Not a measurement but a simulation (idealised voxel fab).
process module | voxel plated lines
We display cut, a cross-section 185 nm in width whose square cells are each 5 nm.
Throughout this document, each cross-section is represented as a grid of square cells and is presented as a sequence of bands enumerated from the top downward, where a band comprises one or more rows of cells.
In this notation a band is specified by the heights of its top and bottom, in that order and in nm, after which its materials appear from left to right, each paired with its width in nm. The word "full width" attached to a single material means that material fills the band from edge to edge; the word "air" stands for empty space.
Basically, 0 is our baseline, since under it the wafer straight out of the box is all one material. The bottom band has no lower end and keeps on going down, so it looks like "z 0 and below".
The two numbers in a width such as "30..40" mark its ends across the band: the first belongs to the top row of cells, the second to the bottom row, and from each row to the next the width moves by the same amount.
What does "no alteration" mean for a step? It means no cell of the cross-section changed in that step.
Basically, "Sealed internal cavities" tells you about the enclosed voids: empty spaces with no open way to the top, 8 cells or bigger, each written width x height at distance, where distance is from the left edge, all in nm.
On a step's line, text after the settings is the simulator commenting on that step.
The optional step-line setting "overlay nm" applies to steps with a mask and quantifies how far to the right of its planned location the mask lay, a negative value indicating leftward placement.

# Steps in the process plan
- 1: RECEIVE | material Si
- 2: CONFORMAL_DEP | material Al2O3 | thk nm 5
- 3: DIRECTIONAL_DEP | material TiN | thk nm 5
- 4: PATTERN | tone open | mask id LINES | material resist | width nm 20 | pitch nm 40 | thk nm 20 | overlay nm 0
- 5: EPI | material Ru | thk nm 10
- 6: STRIP | etch materials resist
- 7: DIRECTIONAL_ETCH | etch materials TiN | depth nm 5
- 8: CONFORMAL_DEP | material SiN | thk nm 5

# First of two wafers: run as planned

# Incoming wafer in cross-section (state: after step 1)
	z 0 and below | Si full width
	Sealed internal cavities: none

# Sectional view: wafer, after step 2
	z 5 to 0 | Al2O3 full width
	Unchanged below 0.

# Sectional view: wafer, after step 3
	z 10 to 5 | TiN full width
	Unchanged below 5.

# Sectional view: wafer, after step 4
	z 30 to 10 | 60 resist, 20 air, 20 resist, 20 air, 65 resist
	Unchanged below 10.

# Sectional view: wafer, after step 5
	z 30 to 20 | 60 resist, 20 air, 20 resist, 20 air, 65 resist
	z 20 to 10 | 60 resist, 20 Ru, 20 resist, 20 Ru, 65 resist
	Unchanged below 10.

# Sectional view: wafer, after step 6
	z 20 to 10 | 60 air, 20 Ru, 20 air, 20 Ru, 65 air
	Unchanged below 10.

# Sectional view: wafer, after step 7
	z 20 to 10 | 60 air, 20 Ru, 20 air, 20 Ru, 65 air
	z 10 to 5 | 60 air, 20 TiN, 20 air, 20 TiN, 65 air
	Unchanged below 5.

# Sectional view: wafer, after step 8
	z 25 to 20 | 55 air, 30 SiN, 10 air, 30 SiN, 60 air
	z 20 to 10 | 55 air, 5 SiN, 20 Ru, 5 SiN, 10 air, 5 SiN, 20 Ru, 5 SiN, 60 air
	z 10 to 5 | 60 SiN, 20 TiN, 20 SiN, 20 TiN, 65 SiN
	Unchanged below 5.

# For the second wafer, take the first wafer's start and plan, then add one mistake made in running it; everything through step 3, that step included, is shared with the first

# Second wafer cross-section, taken as of the time the plan sets for step 4 to be done
	z 30 to 10 | 70 resist, 20 air, 20 resist, 20 air, 55 resist
	Unchanged below 10.

# Second wafer cross-section, taken as of the time the plan sets for step 5 to be done
	z 30 to 20 | 70 resist, 20 air, 20 resist, 20 air, 55 resist
	z 20 to 10 | 70 resist, 20 Ru, 20 resist, 20 Ru, 55 resist
	Unchanged below 10.

# Second wafer cross-section, taken as of the time the plan sets for step 6 to be done
	z 20 to 10 | 70 air, 20 Ru, 20 air, 20 Ru, 55 air
	Unchanged below 10.

# Second wafer cross-section, taken as of the time the plan sets for step 7 to be done
	z 20 to 10 | 70 air, 20 Ru, 20 air, 20 Ru, 55 air
	z 10 to 5 | 70 air, 20 TiN, 20 air, 20 TiN, 55 air
	Unchanged below 5.

# Second wafer cross-section, taken as of the time the plan sets for step 8 to be done
	z 25 to 20 | 65 air, 30 SiN, 10 air, 30 SiN, 50 air
	z 20 to 10 | 65 air, 5 SiN, 20 Ru, 5 SiN, 10 air, 5 SiN, 20 Ru, 5 SiN, 50 air
	z 10 to 5 | 70 SiN, 20 TiN, 20 SiN, 20 TiN, 55 SiN
	Unchanged below 5.
Diagnosis: step 4 was not run as planned; what actually ran was PATTERN | tone open | mask id LINES | material resist | width nm 20 | pitch nm 40 | thk nm 20 | overlay nm 10
At the end, the second wafer has the same number of cells of each material as the first, but those cells sit in other places.
